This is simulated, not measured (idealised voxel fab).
This is a process module. Its name is voxel wiring stack.
Square cell edge 5 nm, section width 150 nm, ID cut.
For the purposes of this document, a cross-section shall be understood as a grid of square cells, specified as bands listed in top-to-bottom order, each band consisting of one or more rows of cells.
Read a band's entry like this: the first values are the height of its top and the height of its bottom in nm, and what follows is the sequence of materials from left to right, each with its width in nm. Note that "air" is empty space, and that a single material marked "full width" reaches across the band from edge to edge.
Ref level 0: as-received wafer is one material below here. Bottom band extends down with no lower bound ("z 0 and below").
A width such as "30 to 40" changes by the same amount from each row of cells to the next, from the band's top row to its bottom row.
What does "identical to before" mean for a step? It means no cell of the cross-section changed in that step.
The entry titled "Closed-off voids" provides the empty spaces that have no open way to the top, restricted to those of 8 cells or more. Each is presented as width x height at distance, the distance being measured from the left edge, with all three in nm.
after a step's settings: what the simulator itself notes on the step
"overlay nm" on a masked step: distance the mask lay right of its planned place, negative for left.
Below is the list of planned process steps
1 RECEIVE [material Si]
2 CONFORMAL_DEP [material SiO2] [thk nm 15]
3 CONFORMAL_DEP [material SiCN] [thk nm 5]
4 DIRECTIONAL_DEP [material SiO2] [thk nm 15]
5 DIRECTIONAL_DEP [material aC] [thk nm 10]
6 PATTERN [tone open] [mask id METAL_1] [material resist] [width nm 25] [pitch nm 40] [thk nm 25] [overlay nm 0]
7 DIRECTIONAL_ETCH [etch materials aC] [depth nm 10]
8 STRIP [etch materials resist]
9 DIRECTIONAL_ETCH [etch materials SiO2] [depth nm 15]
10 DIRECTIONAL_ETCH [etch materials SiCN] [depth nm 5]
11 STRIP [etch materials aC]
12 CONFORMAL_DEP [material TiN] [thk nm 5]
13 FILL_DEP [material Cu] [thk nm 5]
14 CMP [height nm 35]
15 CONFORMAL_DEP [material SiCN] [thk nm 5]
16 DIRECTIONAL_DEP [material lowk] [thk nm 30]
17 DIRECTIONAL_DEP [material aC] [thk nm 15]
18 PATTERN [tone open] [mask id METAL_2] [material resist] [width nm 25] [pitch nm 40] [thk nm 30] [overlay nm 0]
19 DIRECTIONAL_ETCH [etch materials aC] [depth nm 15]
20 STRIP [etch materials resist]
21 DIRECTIONAL_ETCH [etch materials lowk] [depth nm 15]
22 STRIP [etch materials aC]
23 MASKED_ETCH [tone open] [mask id METAL_2_HOLES] [width nm 15] [pitch nm 80] [etch materials lowk] [depth nm 15] [overlay nm 0]
24 MASKED_ETCH [tone open] [mask id METAL_2_HOLES] [width nm 15] [pitch nm 80] [etch materials SiCN] [depth nm 5] [overlay nm 0]
25 CONFORMAL_DEP [material TiN] [thk nm 5]
26 FILL_DEP [material Ru] [thk nm 10]
27 CMP [height nm 70]
28 CONFORMAL_DEP [material SiN] [thk nm 5]
Delivered wafer in cross-section: state after step 1
> z 0 and below | Si full width
> Closed-off voids: none
Cross-sectional result after module completion. Note: starting condition and plan are unchanged from above; one processing mistake was made
> z 75 to 70 | SiN full width
> z 70 to 60 | lowk=20 / TiN=5 / Ru=10 / TiN=5 / lowk=25 / TiN=5 / Ru=5 / TiN=5 / lowk=20 / TiN=5 / Ru=10 / TiN=5 / lowk=30
> z 60 to 55 | lowk=20 / TiN=20 / lowk=25 / TiN=15 / lowk=20 / TiN=20 / lowk=30
> z 55 to 40 | lowk=25 / TiN=10 / lowk=70 / TiN=10 / lowk=35
> z 40 to 35 | SiCN=25 / TiN=10 / SiCN=70 / TiN=10 / SiCN=35
> z 35 to 20 | SiO2=20 / TiN=5 / Cu=15 / TiN=5 / SiO2=15 / TiN=5 / Cu=15 / TiN=5 / SiO2=15 / TiN=5 / Cu=15 / TiN=5 / SiO2=25
> z 20 to 15 | SiCN=20 / TiN=25 / SiCN=15 / TiN=25 / SiCN=15 / TiN=25 / SiCN=25
> z 15 to 0 | SiO2 full width
> z 0 and below | Si full width
> Closed-off voids: none
Which mistake was made when the wafer was run? step 18 did not happen as planned, as run it was PATTERN [tone open] [mask id METAL_2] [material resist] [width nm 15] [pitch nm 40] [thk nm 30] [overlay nm 0]
